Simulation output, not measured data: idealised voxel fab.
The document below concerns the process module designated voxel gate over fins.
In the cross-section labelled cut, the width is 225 nm and each square cell is 5 nm.
A cross-section is written here as square cells arranged in a grid, and it is given in bands from the top down, each band taking up one or more rows of cells.
In this notation a band is specified by the heights of its top and bottom, in that order and in nm, after which its materials appear from left to right, each paired with its width in nm. The word "throughout" attached to a single material means that material fills the band from edge to edge; the word "air" stands for empty space.
We count height from 0. Below that, the starting wafer is all one material. The lowest band never ends at the bottom but goes on down; see "from 0 down" for how that is written.
Top row gets the first number, bottom row gets the second, and each row in between changes by the same step: that is how a band width like "30..40" works.
"nothing changed" (step): cross-section cells unchanged, all of them.
Basically, "Closed void register" tells you about the enclosed voids: empty spaces with no open way to the top, 8 cells or bigger, each written width x height at distance, where distance is from the left edge, all in nm.
Whatever follows a step's settings on its line is a remark the simulator itself makes about that step.
overlay nm: mask right of planned place by this much (step with mask). Neg. = left.

THE STEPS PLANNED FOR THE PROCESS ARE AS FOLLOWS
1. RECEIVE, material Si
2. CONFORMAL_DEP, material SiN, thk nm 5
3. PATTERN, tone cover, mask id FINS, material resist, width nm 15, pitch nm 45, thk nm 20, overlay nm 0
4. DIRECTIONAL_ETCH, etch materials SiN, depth nm 5
5. DIRECTIONAL_ETCH, etch materials Si, depth nm 35
6. STRIP, etch materials resist
7. OXIDIZE, depth nm 5
8. FILL_DEP, material SiO2, thk nm 5
9. CMP, height nm 5
10. SELECTIVE_ETCH, etch materials SiO2, depth nm 15
11. STRIP, etch materials SiN
12. CONFORMAL_DEP, material HfO2, thk nm 5
13. CONFORMAL_DEP, material TiN, thk nm 5
14. FILL_DEP, material W, thk nm 15
15. CMP, height nm 20
16. CONFORMAL_DEP, material SiN, thk nm 10

INCOMING WAFER, CROSS-SECTIONAL VIEW, POST STEP 1
	from 0 down = Si throughout
	Closed void register: none

SECTIONED VIEW, FIRST OF TWO WAFERS, AT THE CLOSE OF THE MODULE, PROCESSED AS INTENDED IN THE PLAN
	from 30 to 20 = SiN throughout
	from 20 to 10 = W throughout
	from 10 to 5 = W=55 / TiN=25 / W=20 / TiN=25 / W=20 / TiN=25 / W=55
	from 5 to 0 = W=55 / TiN=5 / HfO2=15 / TiN=5 / W=20 / TiN=5 / HfO2=15 / TiN=5 / W=20 / TiN=5 / HfO2=15 / TiN=5 / W=55
	from 0 to -5 = TiN=60 / HfO2=5 / Si=5 / HfO2=5 / TiN=30 / HfO2=5 / Si=5 / HfO2=5 / TiN=30 / HfO2=5 / Si=5 / HfO2=5 / TiN=60
	from -5 to -10 = HfO2=65 / Si=5 / HfO2=40 / Si=5 / HfO2=40 / Si=5 / HfO2=65
	from -10 to -40 = SiO2=65 / Si=5 / SiO2=40 / Si=5 / SiO2=40 / Si=5 / SiO2=65
	from -40 down = Si throughout
	Closed void register: none

CROSS-SECTION AT END OF MODULE FOR THE SECOND WAFER OF TWO, WHICH MATCHED THE FIRST IN STARTING POINT AND PLAN AND DIFFERED BY ONE MISTAKE IN ITS PROCESSING
	from 30 to 20 = SiN throughout
	from 20 to 10 = W throughout
	from 10 to 5 = W=55 / TiN=25 / W=20 / TiN=25 / W=20 / TiN=25 / W=55
	from 5 to 0 = W=55 / TiN=5 / HfO2=15 / TiN=5 / W=20 / TiN=5 / HfO2=15 / TiN=5 / W=20 / TiN=5 / HfO2=15 / TiN=5 / W=55
	from 0 to -15 = W=55 / TiN=5 / HfO2=5 / Si=5 / HfO2=5 / TiN=5 / W=20 / TiN=5 / HfO2=5 / Si=5 / HfO2=5 / TiN=5 / W=20 / TiN=5 / HfO2=5 / Si=5 / HfO2=5 / TiN=5 / W=55
	from -15 to -20 = TiN=60 / HfO2=5 / Si=5 / HfO2=5 / TiN=30 / HfO2=5 / Si=5 / HfO2=5 / TiN=30 / HfO2=5 / Si=5 / HfO2=5 / TiN=60
	from -20 to -25 = HfO2=65 / Si=5 / HfO2=40 / Si=5 / HfO2=40 / Si=5 / HfO2=65
	from -25 to -40 = SiO2=65 / Si=5 / SiO2=40 / Si=5 / SiO2=40 / Si=5 / SiO2=65
	from -40 down = Si throughout
	Closed void register: none
Which mistake was made when the wafer was run? yeah, plan step 10 got run twice
FYI, end of process, the second wafer has more or fewer cells of some materials than the first: HfO2 +18; SiO2 -126; TiN +18; W +90
